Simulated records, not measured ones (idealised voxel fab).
Process module under the name voxel released beams
We display cut, a cross-section 260 nm in width whose square cells are each 5 nm.
Just so we're on the same page, the cross-sections are grids of square cells, and they're listed out in bands top to bottom, each band one or more rows deep. Quick guide to a band line: top height, bottom height (nm) up front; then every material left to right with its width in nm. Only one material and it's marked "edge to edge"? Then it fills the band edge to edge. And "empty" just means empty space. Below 0: as-received wafer, all one material; heights counted from there. Lowest band: no bottom, goes on down, written "from 0 down". A width such as "30 to 40" changes by the same amount from each row of cells to the next, from the band's top row to its bottom row. What does "remains unaltered" mean for a step? It means no cell of the cross-section changed in that step. Look at "Enclosed internal voids" for the closed voids: empty spaces with no open path to the top, sized 8 cells or up. Each is width x height at distance, distance from the left edge, all nm. It should be noted that, on the line of a given step, the content following the step's settings is a remark produced by the simulator itself with respect to that step. overlay nm: where the mask lay relative to plan, measured to the right, on steps with a mask; negatives go left.
### The following list gives the planned process steps
1: RECEIVE [material Si]
2: CONFORMAL_DEP [material Al2O3] [thk nm 5]
3: DIRECTIONAL_DEP [material SiO2] [thk nm 10]
4: MASKED_ETCH [tone open] [mask id ANCHOR] [width nm 45] [etch materials SiO2] [depth nm 10] [overlay nm -15]
5: CONFORMAL_DEP [material polySi] [thk nm 15]
6: PATTERN [tone cover] [mask id BEAM] [material resist] [width nm 130] [thk nm 20] [overlay nm 0]
7: DIRECTIONAL_ETCH [etch materials polySi] [depth nm 15]
8: STRIP [etch materials resist]
9: STRIP [etch materials SiO2]
Wafers differ in overlay nm at step 4; plan lists the first wafer's value; identical starting state.
### Cross-section of the first of several wafers as received (after step 1)
from 0 down = Si edge to edge
Enclosed internal voids: none
### Cross-section after step 9, the final step of the module, for the first of several wafers
from 30 to 20 = empty=60, then polySi=5, then empty=15, then polySi=110, then empty=70
from 20 to 15 = empty=60, then polySi=130, then empty=70
from 15 to 5 = empty=50, then polySi=45, then empty=165
from 5 to 0 = Al2O3 edge to edge
from 0 down = Si edge to edge
Enclosed internal voids: none
### At the end of the module, the last of several wafers in cross-section
from 30 to 20 = empty=60, then polySi=35, then empty=15, then polySi=80, then empty=70
from 20 to 15 = empty=60, then polySi=130, then empty=70
from 15 to 5 = empty=80, then polySi=45, then empty=135
from 5 to 0 = Al2O3 edge to edge
from 0 down = Si edge to edge
Enclosed internal voids: none
### Heads up, this table goes wafer by wafer. A row tells you, at the end of the module, how many cells of each material that wafer has put on (+) or dropped (-) since it was received, and then its closed voids
overlay nm -15; +52 Al2O3; +90 polySi; Enclosed internal voids: none
overlay nm -10; +52 Al2O3; +90 polySi; Enclosed internal voids: none
overlay nm -5; +52 Al2O3; +90 polySi; Enclosed internal voids: none
overlay nm 0; +52 Al2O3; +90 polySi; Enclosed internal voids: none
overlay nm 5; +52 Al2O3; +90 polySi; Enclosed internal voids: none
overlay nm 10; +52 Al2O3; +90 polySi; Enclosed internal voids: none
overlay nm 15; +52 Al2O3; +90 polySi; Enclosed internal voids: none
